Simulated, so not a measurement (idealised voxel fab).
The following is a process module called voxel capacitor over wiring.
Section shown: cut. Width: 245 nm. Cell size: 5 nm, square.
Cross-section = grid of square cells, listed top down in bands; band = one or more rows. Per band: top height and bottom height in nm, followed by the left-to-right materials and their widths in nm; "all across" marks a single material spanning edge to edge, "air" marks empty space. We count height from 0. Below that, the starting wafer is all one material. The lowest band never ends at the bottom but goes on down; see "0 down" for how that is written. You'd read "30..40" like this: the band's top row of cells is as wide as the first number, its bottom row is as wide as the second, and going down, every row changes width by the same amount as the row before did. Where the words "stayed the same" appear for a step, the cross-section shows no cell changed by that step; every cell remained as before. This entry, "Voids, fully enclosed", enumerates those empty regions of no fewer than 8 cells that possess no open connection to the top. Each region is reported in the form width x height at distance, the distance being taken from the left edge, with all three quantities expressed in nm. Note: text after step settings on the step line = simulator remark on that step. A step line may carry the setting "overlay nm", which, for steps involving a mask, states the distance by which the mask lay to the right of its intended position; negative values denote displacement to the left.
Here's what the planned process steps look like:
1) RECEIVE | material Si
2) CONFORMAL_DEP | material SiO2 | thk nm 15
3) DIRECTIONAL_DEP | material TiN | thk nm 5
4) DIRECTIONAL_DEP | material Ru | thk nm 25
5) PATTERN | tone cover | mask id METAL_1 | material resist | width nm 15 | pitch nm 75 | thk nm 20 | overlay nm 0
6) DIRECTIONAL_ETCH | etch materials Ru | depth nm 25
7) DIRECTIONAL_ETCH | etch materials TiN | depth nm 5
8) STRIP | etch materials resist
9) CONFORMAL_DEP | material SiCN | thk nm 5
10) FILL_DEP | material SiO2 | thk nm 5
11) CMP | height nm 45
12) CONFORMAL_DEP | material SiCN | thk nm 5
13) DIRECTIONAL_DEP | material lowk | thk nm 20
14) MASKED_ETCH | tone open | mask id PLUG_1 | width nm 15 | etch materials lowk | depth nm 20 | overlay nm 0
15) MASKED_ETCH | tone open | mask id PLUG_1 | width nm 15 | etch materials SiCN | depth nm 5 | overlay nm 0
16) CONFORMAL_DEP | material TiN | thk nm 5
17) FILL_DEP | material W | thk nm 10
18) CMP | height nm 70
19) DIRECTIONAL_DEP | material TiN | thk nm 5
20) DIRECTIONAL_DEP | material SiN | thk nm 5
21) DIRECTIONAL_DEP | material TiN | thk nm 10
22) DIRECTIONAL_DEP | material aC | thk nm 10
23) PATTERN | tone cover | mask id UPPER_PLATE | material resist | width nm 60 | thk nm 25 | overlay nm 0
24) DIRECTIONAL_ETCH | etch materials aC | depth nm 10
25) STRIP | etch materials resist
26) DIRECTIONAL_ETCH | etch materials TiN | depth nm 10
27) DIRECTIONAL_ETCH | etch materials SiN | depth nm 5
28) STRIP | etch materials aC
29) PATTERN | tone cover | mask id LOWER_PLATE | material resist | width nm 70 | thk nm 15 | overlay nm 0
30) DIRECTIONAL_ETCH | etch materials TiN | depth nm 5
31) STRIP | etch materials resist
32) FILL_DEP | material SiO2 | thk nm 20
33) CMP | height nm 105
34) PATTERN | tone open | mask id PLUG_2 | material resist | width nm 15 | thk nm 20 | overlay nm 0
35) DIRECTIONAL_ETCH | etch materials SiO2 | depth nm 15
36) STRIP | etch materials resist
37) CONFORMAL_DEP | material TiN | thk nm 5
38) FILL_DEP | material Ru | thk nm 10
39) CMP | height nm 105
40) CONFORMAL_DEP | material SiN | thk nm 5
Be aware that, although all wafers share a common starting state, the width nm at step 5 differs among them, and the plan displays the first wafer's value.
The as-received cross-section of the first of several wafers corresponds to the state after step 1:
	0 down  Si all across
	Voids, fully enclosed: none
Row per wafer, end-of-module: cell gain (+)/loss (-) by material since the wafer came in, then closed voids:
width nm 15, +32 Ru, +109 SiCN, +61 SiN, +626 SiO2, +62 TiN, +4 W, +184 lowk, Voids, fully enclosed: none
width nm 20, +42 Ru, +107 SiCN, +61 SiN, +616 SiO2, +64 TiN, +4 W, +184 lowk, Voids, fully enclosed: none
width nm 25, +52 Ru, +105 SiCN, +61 SiN, +606 SiO2, +66 TiN, +4 W, +184 lowk, Voids, fully enclosed: none
width nm 30, +62 Ru, +103 SiCN, +61 SiN, +596 SiO2, +68 TiN, +4 W, +184 lowk, Voids, fully enclosed: none
width nm 35, +72 Ru, +101 SiCN, +61 SiN, +586 SiO2, +70 TiN, +4 W, +184 lowk, Voids, fully enclosed: none
